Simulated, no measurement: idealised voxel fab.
The following process module bears the name voxel wiring stack.
Square cell edge 5 nm, section width 275 nm, ID cut.
For the purposes of this document, a cross-section shall be understood as a grid of square cells, specified as bands listed in top-to-bottom order, each band consisting of one or more rows of cells.
Look at the band entry: it leads with the top's height and the bottom's height in nm. Then it lists the materials left to right, with a width in nm for each. The word "everywhere" on a single material says that material fills the band edge to edge. The word "air" is empty space.
Convention: height 0 is the level below which the wafer, as received, is all one material. The lowest band does not terminate at the bottom but continues downward, represented as "0 nm and below".
The width entry "30->40" should be interpreted row by row: the top row of cells in the band takes the first number, the bottom row takes the second number, and the change between adjacent rows is uniform throughout.
You'll sometimes find "no modification" written for a step, and that's the way of saying that nowhere in the cross-section did a cell change during that step.
The entry titled "Enclosed void inventory" provides the empty spaces that have no open way to the top, restricted to those of 8 cells or more. Each is presented as width x height at distance, the distance being measured from the left edge, with all three in nm.
The remark found on a step's line after its settings is issued by the simulator itself and pertains to that step.
When a step includes a mask, the "overlay nm" setting on its line states how far to the right of its planned place that mask lay, and negative values state how far to the left.
This section lists the process steps that were planned:
- 1: RECEIVE, material Si
- 2: CONFORMAL_DEP, material SiO2, thk nm 15
- 3: DIRECTIONAL_DEP, material TiN, thk nm 5
- 4: DIRECTIONAL_DEP, material Ru, thk nm 15
- 5: DIRECTIONAL_DEP, material aC, thk nm 15
- 6: PATTERN, tone cover, mask id METAL_1, material resist, width nm 25, pitch nm 40, thk nm 35, overlay nm 0
- 7: DIRECTIONAL_ETCH, etch materials aC, depth nm 15
- 8: STRIP, etch materials resist
- 9: DIRECTIONAL_ETCH, etch materials Ru, depth nm 15
- 10: DIRECTIONAL_ETCH, etch materials TiN, depth nm 5
- 11: STRIP, etch materials aC
- 12: FILL_DEP, material lowk, thk nm 5
- 13: CMP, height nm 35
- 14: CONFORMAL_DEP, material SiCN, thk nm 5
- 15: DIRECTIONAL_DEP, material lowk, thk nm 15
- 16: DIRECTIONAL_DEP, material aC, thk nm 15
- 17: PATTERN, tone open, mask id PLUG_1, material resist, width nm 15, pitch nm 40, thk nm 35, overlay nm 0
- 18: DIRECTIONAL_ETCH, etch materials aC, depth nm 15
- 19: STRIP, etch materials resist
- 20: DIRECTIONAL_ETCH, etch materials lowk, depth nm 15
- 21: DIRECTIONAL_ETCH, etch materials SiCN, depth nm 5
- 22: STRIP, etch materials aC
- 23: EPI, material Ru, thk nm 10
- 24: EPI, material Ru, thk nm 10
- 25: CONFORMAL_DEP, material SiN, thk nm 5
- 26: DIRECTIONAL_DEP, material SiO2, thk nm 15
- 27: MASKED_ETCH, tone open, mask id METAL_2, width nm 25, pitch nm 40, etch materials SiO2, depth nm 15, overlay nm 0
- 28: MASKED_ETCH, tone open, mask id METAL_2, width nm 25, pitch nm 40, etch materials SiN, depth nm 5, overlay nm 0
- 29: CONFORMAL_DEP, material TiN, thk nm 5
- 30: FILL_DEP, material Cu, thk nm 5
- 31: CMP, height nm 75
- 32: EPI, material Ru, thk nm 5
- 33: FILL_DEP, material SiCN, thk nm 5
- 34: DIRECTIONAL_DEP, material SiO2, thk nm 35
- 35: MASKED_ETCH, tone open, mask id METAL_3, width nm 25, pitch nm 40, etch materials SiO2, depth nm 20, overlay nm 0
- 36: DIRECTIONAL_DEP, material aC, thk nm 10
- 37: PATTERN, tone open, mask id METAL_3_HOLES, material resist, width nm 15, pitch nm 80, thk nm 30, overlay nm 0
- 38: DIRECTIONAL_ETCH, etch materials aC, depth nm 10
- 39: STRIP, etch materials resist
- 40: DIRECTIONAL_ETCH, etch materials SiO2, depth nm 15
- 41: DIRECTIONAL_ETCH, etch materials SiCN, depth nm 5
- 42: STRIP, etch materials aC
- 43: CONFORMAL_DEP, material TiN, thk nm 5
- 44: FILL_DEP, material Cu, thk nm 5
- 45: CMP, height nm 120
- 46: CONFORMAL_DEP, material SiN, thk nm 5
As-received state of the wafer in cross-section, equivalent to post-step 1:
0 nm and below | Si everywhere
Enclosed void inventory: none
The first of two wafers, cross-sectioned at the end of the module, with the run proceeding as planned:
125 nm to 120 nm | SiN everywhere
120 nm to 105 nm | SiO2 65 nm | TiN 5 nm | Cu 15 nm | TiN 5 nm | SiO2 15 nm | TiN 5 nm | Cu 15 nm | TiN 5 nm | SiO2 15 nm | TiN 5 nm | Cu 15 nm | TiN 5 nm | SiO2 15 nm | TiN 5 nm | Cu 15 nm | TiN 5 nm | SiO2 65 nm
105 nm to 100 nm | SiO2 65 nm | TiN 5 nm | Cu 5 nm | TiN 15 nm | SiO2 15 nm | TiN 25 nm | SiO2 15 nm | TiN 5 nm | Cu 5 nm | TiN 15 nm | SiO2 15 nm | TiN 25 nm | SiO2 65 nm
100 nm to 85 nm | SiO2 65 nm | TiN 5 nm | Cu 5 nm | TiN 5 nm | SiO2 65 nm | TiN 5 nm | Cu 5 nm | TiN 5 nm | SiO2 115 nm
85 nm to 80 nm | SiCN 65 nm | TiN 15 nm | SiCN 65 nm | TiN 15 nm | SiCN 115 nm
80 nm to 75 nm | SiCN 60 nm | Ru 35 nm | SiCN 5 nm | Ru 35 nm | SiCN 5 nm | Ru 35 nm | SiCN 5 nm | Ru 35 nm | SiCN 60 nm
75 nm to 60 nm | SiO2 65 nm | TiN 5 nm | Cu 15 nm | TiN 5 nm | SiO2 15 nm | TiN 5 nm | Cu 15 nm | TiN 5 nm | SiO2 15 nm | TiN 5 nm | Cu 15 nm | TiN 5 nm | SiO2 15 nm | TiN 5 nm | Cu 15 nm | TiN 5 nm | SiO2 65 nm
60 nm to 55 nm | SiN 65 nm | TiN 25 nm | SiN 15 nm | TiN 25 nm | SiN 15 nm | TiN 25 nm | SiN 15 nm | TiN 25 nm | SiN 65 nm
55 nm to 40 nm | lowk 65 nm | Ru 15 nm | lowk 25 nm | Ru 15 nm | lowk 25 nm | Ru 15 nm | lowk 25 nm | Ru 15 nm | lowk 75 nm
40 nm to 35 nm | SiCN 65 nm | Ru 15 nm | SiCN 25 nm | Ru 15 nm | SiCN 25 nm | Ru 15 nm | SiCN 25 nm | Ru 15 nm | SiCN 75 nm
35 nm to 20 nm | lowk 65 nm | Ru 25 nm | lowk 15 nm | Ru 25 nm | lowk 15 nm | Ru 25 nm | lowk 15 nm | Ru 25 nm | lowk 65 nm
20 nm to 15 nm | lowk 65 nm | TiN 25 nm | lowk 15 nm | TiN 25 nm | lowk 15 nm | TiN 25 nm | lowk 15 nm | TiN 25 nm | lowk 65 nm
15 nm to 0 nm | SiO2 everywhere
0 nm and below | Si everywhere
Enclosed void inventory: none
Second wafer of the two, sectioned at the end of the module. It began like the first and followed the same plan, but one mistake was made while running it:
125 nm to 120 nm | SiN everywhere
120 nm to 105 nm | SiO2 65 nm | TiN 5 nm | Cu 15 nm | TiN 5 nm | SiO2 15 nm | TiN 5 nm | Cu 15 nm | TiN 5 nm | SiO2 15 nm | TiN 5 nm | Cu 15 nm | TiN 5 nm | SiO2 15 nm | TiN 5 nm | Cu 15 nm | TiN 5 nm | SiO2 65 nm
105 nm to 100 nm | SiO2 65 nm | TiN 5 nm | Cu 5 nm | TiN 15 nm | SiO2 15 nm | TiN 25 nm | SiO2 15 nm | TiN 5 nm | Cu 5 nm | TiN 15 nm | SiO2 15 nm | TiN 25 nm | SiO2 65 nm
100 nm to 85 nm | SiO2 65 nm | TiN 5 nm | Cu 5 nm | TiN 5 nm | SiO2 65 nm | TiN 5 nm | Cu 5 nm | TiN 5 nm | SiO2 115 nm
85 nm to 80 nm | SiCN 65 nm | TiN 15 nm | SiCN 65 nm | TiN 15 nm | SiCN 115 nm
80 nm to 75 nm | Ru everywhere
75 nm to 70 nm | TiN 70 nm | Cu 15 nm | TiN 25 nm | Cu 15 nm | TiN 25 nm | Cu 15 nm | TiN 25 nm | Cu 15 nm | TiN 70 nm
70 nm to 60 nm | SiO2 65 nm | TiN 5 nm | Cu 15 nm | TiN 5 nm | SiO2 15 nm | TiN 5 nm | Cu 15 nm | TiN 5 nm | SiO2 15 nm | TiN 5 nm | Cu 15 nm | TiN 5 nm | SiO2 15 nm | TiN 5 nm | Cu 15 nm | TiN 5 nm | SiO2 65 nm
60 nm to 55 nm | SiO2 65 nm | TiN 25 nm | SiO2 15 nm | TiN 25 nm | SiO2 15 nm | TiN 25 nm | SiO2 15 nm | TiN 25 nm | SiO2 65 nm
55 nm to 40 nm | lowk 65 nm | Ru 15 nm | lowk 25 nm | Ru 15 nm | lowk 25 nm | Ru 15 nm | lowk 25 nm | Ru 15 nm | lowk 75 nm
40 nm to 35 nm | SiCN 65 nm | Ru 15 nm | SiCN 25 nm | Ru 15 nm | SiCN 25 nm | Ru 15 nm | SiCN 25 nm | Ru 15 nm | SiCN 75 nm
35 nm to 20 nm | lowk 65 nm | Ru 25 nm | lowk 15 nm | Ru 25 nm | lowk 15 nm | Ru 25 nm | lowk 15 nm | Ru 25 nm | lowk 65 nm
20 nm to 15 nm | lowk 65 nm | TiN 25 nm | lowk 15 nm | TiN 25 nm | lowk 15 nm | TiN 25 nm | lowk 15 nm | TiN 25 nm | lowk 65 nm
15 nm to 0 nm | SiO2 everywhere
0 nm and below | Si everywhere
Enclosed void inventory: none
The plan and the run diverged here: skipped: plan step 25 (never run)
End check, counted in cells, second wafer has more or fewer of these materials than the first: Ru +27 | SiCN -27 | SiN -35 | TiN +35
